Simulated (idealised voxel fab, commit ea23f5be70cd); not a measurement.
Proc. module: voxel self aligned contacts
Shown is cross-section cut, with a width of 225 nm and square cells of size 5 nm.
Think of the cross-section as a grid of square cells. We describe it in bands, top to bottom, and each band covers one or more rows of those cells.
Each band's line starts with the height of the band's top and of its bottom, in nm. Then come its materials from left to right, each with its width in nm. One material with "throughout" fills the band from edge to edge. "empty" is empty space.
Measure heights from 0. That's the level where, below it, the as-received wafer is all one material. The lowest band is bottomless and extends downward; write it as in "0..down".
It should be noted that a width expressed as "30..40" varies in equal increments from row to row of cells within the band, taking the value of the first number at the top row and that of the second number at the bottom row.
The designation "everything unchanged", where it is given for a processing step, indicates that no cell of the cross-section was altered in the course of that step.
"Enclosed internal cavities" lists enclosed empty spaces (at least 8 cells, no open path upward to the top), each as width x height at distance from the left edge, in nm.
Anything after a step's settings on that line? It's the simulator's own note about the step.
The setting "overlay nm" may be written on the line of a step. When the step uses a mask, the value reports how far to the right of the planned place the mask lay, and a negative value reports that it lay to the left.
SO HERE'S THE LINEUP OF PROCESS STEPS WE PLANNED
1. RECEIVE [material Si]
2. OXIDIZE [depth nm 5]
3. DIRECTIONAL_DEP [material polySi] [thk nm 20]
4. DIRECTIONAL_DEP [material SiN] [thk nm 20]
5. DIRECTIONAL_DEP [material aC] [thk nm 10]
6. PATTERN [tone cover] [mask id GATE] [material resist] [width nm 25] [pitch nm 50] [thk nm 30] [overlay nm -15]
7. DIRECTIONAL_ETCH [etch materials aC] [depth nm 10]
8. STRIP [etch materials resist]
9. DIRECTIONAL_ETCH [etch materials SiN] [depth nm 20]
10. DIRECTIONAL_ETCH [etch materials polySi] [depth nm 20]
11. STRIP [etch materials aC]
12. CONFORMAL_DEP [material SiN] [thk nm 5]
13. DIRECTIONAL_ETCH [etch materials SiN] [depth nm 5]
14. FILL_DEP [material SiO2] [thk nm 15]
15. CMP [height nm 50]
16. PATTERN [tone open] [mask id CONTACT] [material resist] [width nm 35] [pitch nm 50] [thk nm 20] [overlay nm 0]
17. DIRECTIONAL_ETCH [etch materials SiO2] [depth nm 55]
18. STRIP [etch materials resist]
19. CONFORMAL_DEP [material TiN] [thk nm 5]
20. FILL_DEP [material Ru] [thk nm 5]
21. CMP [height nm 50]
22. CONFORMAL_DEP [material SiCN] [thk nm 5]
What sets these wafers apart? The overlay nm at step 6. They all start alike, and the plan carries the first wafer's value.
CROSS-SECTION OF THE FIRST INCOMING WAFER OF SEVERAL, STATE AFTER STEP 1
> 0..down | Si throughout
> Enclosed internal cavities: none
TAKE ANY ROW AND YOU HAVE A WAFER AT THE END OF THE MODULE: HOW MANY CELLS OF EACH MATERIAL IT HAS GAINED (+) OR LOST (-) SINCE IT WAS RECEIVED, AND THEN ITS CLOSED VOIDS
overlay nm -15, +10 Ru, -45 Si, +45 SiCN, +108 SiN, +263 SiO2, +54 TiN, +60 polySi, Enclosed internal cavities: none
overlay nm -10, +28 Ru, -45 Si, +45 SiCN, +108 SiN, +245 SiO2, +54 TiN, +60 polySi, Enclosed internal cavities: none
overlay nm -5, +28 Ru, -45 Si, +45 SiCN, +108 SiN, +245 SiO2, +54 TiN, +60 polySi, Enclosed internal cavities: none
overlay nm 0, +28 Ru, -45 Si, +45 SiCN, +108 SiN, +245 SiO2, +54 TiN, +60 polySi, Enclosed internal cavities: none
overlay nm 5, +28 Ru, -45 Si, +45 SiCN, +108 SiN, +245 SiO2, +54 TiN, +60 polySi, Enclosed internal cavities: none
overlay nm 10, +28 Ru, -45 Si, +45 SiCN, +108 SiN, +245 SiO2, +54 TiN, +60 polySi, Enclosed internal cavities: none
overlay nm 15, +10 Ru, -45 Si, +45 SiCN, +108 SiN, +263 SiO2, +54 TiN, +60 polySi, Enclosed internal cavities: none
